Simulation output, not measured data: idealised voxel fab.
The following process module bears the name voxel ribs on slabs.
FYI the section here is cut, 280 nm wide, cells are 5 nm squares.
In what follows, cross-sections appear as grids of square cells, described through bands that run from the top down, where every band is one or more rows of cells.
Basically the band line says how high the top is and how high the bottom is, in nm, and then what's in it from left to right, every material with its width in nm. Empty space shows up as "air", and if a single material carries "full width" it runs the full band edge to edge.
Convention: height 0 is the level below which the wafer, as received, is all one material. The lowest band does not terminate at the bottom but continues downward, represented as "0 down".
Quick explanation for "30->40": the width changes in equal steps down the rows of cells, from the first number in the band's top row to the second number in its bottom row.
It should be understood that the words "same as before", when stated for a given step, signify that the cross-section underwent no change in any of its cells during that step.
"Enclosed void catalog" enumerates empty spaces isolated from the top, with no open way to it, that contain at least 8 cells, giving each as width x height at distance from the left edge, all three in nm.
On each step's line, the part that comes after the settings is the simulator's own comment on the step.
overlay nm: on a step with a mask, how far right of its planned place the mask lay; negative means left.
[Steps planned for the process]
| 1 | RECEIVE with material Si |
| 2 | DIRECTIONAL_DEP with material SiO2, thk nm 25 |
| 3 | DIRECTIONAL_DEP with material SiN, thk nm 25 |
| 4 | MASKED_ETCH with tone cover, mask id RIB, width nm 15, etch materials SiN, depth nm 15, overlay nm 0 |
| 5 | PATTERN with tone cover, mask id SLAB, material resist, width nm 55, thk nm 20, overlay nm 0 |
| 6 | DIRECTIONAL_ETCH with etch materials SiN, depth nm 10 |
| 7 | STRIP with etch materials resist |
| 8 | FILL_DEP with material SiO2, thk nm 20 |
| 9 | CMP with height nm 65 |
| 10 | DIRECTIONAL_DEP with material TiN, thk nm 10 |
| 11 | DIRECTIONAL_DEP with material aC, thk nm 15 |
| 12 | PATTERN with tone cover, mask id HEATER, material resist, width nm 25, thk nm 35, overlay nm 0 |
| 13 | DIRECTIONAL_ETCH with etch materials aC, depth nm 15 |
| 14 | STRIP with etch materials resist |
| 15 | DIRECTIONAL_ETCH with etch materials TiN, depth nm 10 |
| 16 | STRIP with etch materials aC |
| 17 | CONFORMAL_DEP with material SiN, thk nm 10 |
[The first wafer of two, processed as planned]
[Cross-section: wafer on arrival = after step 1]
0 down | Si full width
Enclosed void catalog: none
[So this is the wafer cross-section right after step 2]
25 to 0 | SiO2 full width
Below a height of 0, the structure has not been altered.
[So this is the wafer cross-section right after step 3]
50 to 25 | SiN full width
Below a height of 25, the structure has not been altered.
[So this is the wafer cross-section right after step 4]
50 to 35 | air 130 nm | SiN 15 nm | air 135 nm
Below a height of 35, the structure has not been altered.
[So this is the wafer cross-section right after step 5]
70 to 50 | air 110 nm | resist 55 nm | air 115 nm
50 to 35 | air 110 nm | resist 20 nm | SiN 15 nm | resist 20 nm | air 115 nm
Below a height of 35, the structure has not been altered.
[So this is the wafer cross-section right after step 6]
70 to 50 | air 110 nm | resist 55 nm | air 115 nm
50 to 35 | air 110 nm | resist 20 nm | SiN 15 nm | resist 20 nm | air 115 nm
35 to 25 | air 110 nm | SiN 55 nm | air 115 nm
Below a height of 25, the structure has not been altered.
[So this is the wafer cross-section right after step 7]
50 to 35 | air 130 nm | SiN 15 nm | air 135 nm
Below a height of 35, the structure has not been altered.
[So this is the wafer cross-section right after step 8]
70 to 50 | SiO2 full width
50 to 35 | SiO2 130 nm | SiN 15 nm | SiO2 135 nm
35 to 25 | SiO2 110 nm | SiN 55 nm | SiO2 115 nm
Below a height of 25, the structure has not been altered.
[So this is the wafer cross-section right after step 9]
65 to 50 | SiO2 full width
Below a height of 50, the structure has not been altered.
[So this is the wafer cross-section right after step 10]
75 to 65 | TiN full width
Below a height of 65, the structure has not been altered.
[So this is the wafer cross-section right after step 11]
90 to 75 | aC full width
Below a height of 75, the structure has not been altered.
[So this is the wafer cross-section right after step 12]
125 to 90 | air 125 nm | resist 25 nm | air 130 nm
Below a height of 90, the structure has not been altered.
[So this is the wafer cross-section right after step 13]
110 to 90 | air 125 nm | resist 25 nm | air 130 nm
90 to 75 | air 125 nm | aC 25 nm | air 130 nm
Below a height of 75, the structure has not been altered.
[So this is the wafer cross-section right after step 14]
90 to 75 | air 125 nm | aC 25 nm | air 130 nm
Below a height of 75, the structure has not been altered.
[So this is the wafer cross-section right after step 15]
90 to 75 | air 125 nm | aC 25 nm | air 130 nm
75 to 65 | air 125 nm | TiN 25 nm | air 130 nm
Below a height of 65, the structure has not been altered.
[So this is the wafer cross-section right after step 16]
75 to 65 | air 125 nm | TiN 25 nm | air 130 nm
Below a height of 65, the structure has not been altered.
[So this is the wafer cross-section right after step 17]
85 to 75 | air 115 nm | SiN 45 nm | air 120 nm
75 to 65 | SiN 125 nm | TiN 25 nm | SiN 130 nm
Below a height of 65, the structure has not been altered.
[The remaining wafer, second of the two, started like the first and was run to the same plan, except that one mistake was made along the way; the two coincide through step 4, inclusive]
[Second wafer, section view, time point: scheduled end of step 5]
70 to 50 | air 115 nm | resist 55 nm | air 110 nm
50 to 35 | air 115 nm | resist 15 nm | SiN 15 nm | resist 25 nm | air 110 nm
Below a height of 35, the structure has not been altered.
[Second wafer, section view, time point: scheduled end of step 6]
70 to 50 | air 115 nm | resist 55 nm | air 110 nm
50 to 35 | air 115 nm | resist 15 nm | SiN 15 nm | resist 25 nm | air 110 nm
35 to 25 | air 115 nm | SiN 55 nm | air 110 nm
Below a height of 25, the structure has not been altered.
[Second wafer, section view, time point: scheduled end of step 7]
50 to 35 | air 130 nm | SiN 15 nm | air 135 nm
Below a height of 35, the structure has not been altered.
[Second wafer, section view, time point: scheduled end of step 8]
70 to 50 | SiO2 full width
50 to 35 | SiO2 130 nm | SiN 15 nm | SiO2 135 nm
35 to 25 | SiO2 115 nm | SiN 55 nm | SiO2 110 nm
Below a height of 25, the structure has not been altered.
[Second wafer, section view, time point: scheduled end of step 9]
65 to 50 | SiO2 full width
Below a height of 50, the structure has not been altered.
[Second wafer, section view, time point: scheduled end of step 10]
75 to 65 | TiN full width
Below a height of 65, the structure has not been altered.
[Second wafer, section view, time point: scheduled end of step 11]
90 to 75 | aC full width
Below a height of 75, the structure has not been altered.
[Second wafer, section view, time point: scheduled end of step 12]
125 to 90 | air 125 nm | resist 25 nm | air 130 nm
Below a height of 90, the structure has not been altered.
[Second wafer, section view, time point: scheduled end of step 13]
110 to 90 | air 125 nm | resist 25 nm | air 130 nm
90 to 75 | air 125 nm | aC 25 nm | air 130 nm
Below a height of 75, the structure has not been altered.
[Second wafer, section view, time point: scheduled end of step 14]
90 to 75 | air 125 nm | aC 25 nm | air 130 nm
Below a height of 75, the structure has not been altered.
[Second wafer, section view, time point: scheduled end of step 15]
90 to 75 | air 125 nm | aC 25 nm | air 130 nm
75 to 65 | air 125 nm | TiN 25 nm | air 130 nm
Below a height of 65, the structure has not been altered.
[Second wafer, section view, time point: scheduled end of step 16]
75 to 65 | air 125 nm | TiN 25 nm | air 130 nm
Below a height of 65, the structure has not been altered.
[Second wafer, section view, time point: scheduled end of step 17]
85 to 75 | air 115 nm | SiN 45 nm | air 120 nm
75 to 65 | SiN 125 nm | TiN 25 nm | SiN 130 nm
Below a height of 65, the structure has not been altered.
Plan not followed: step 5 ran differently from the plan; actual operation with settings: PATTERN with tone cover, mask id SLAB, material resist, width nm 55, thk nm 20, overlay nm 5
By the end, you'd get the same cell count for each material on either wafer, but the second wafer puts them somewhere else.
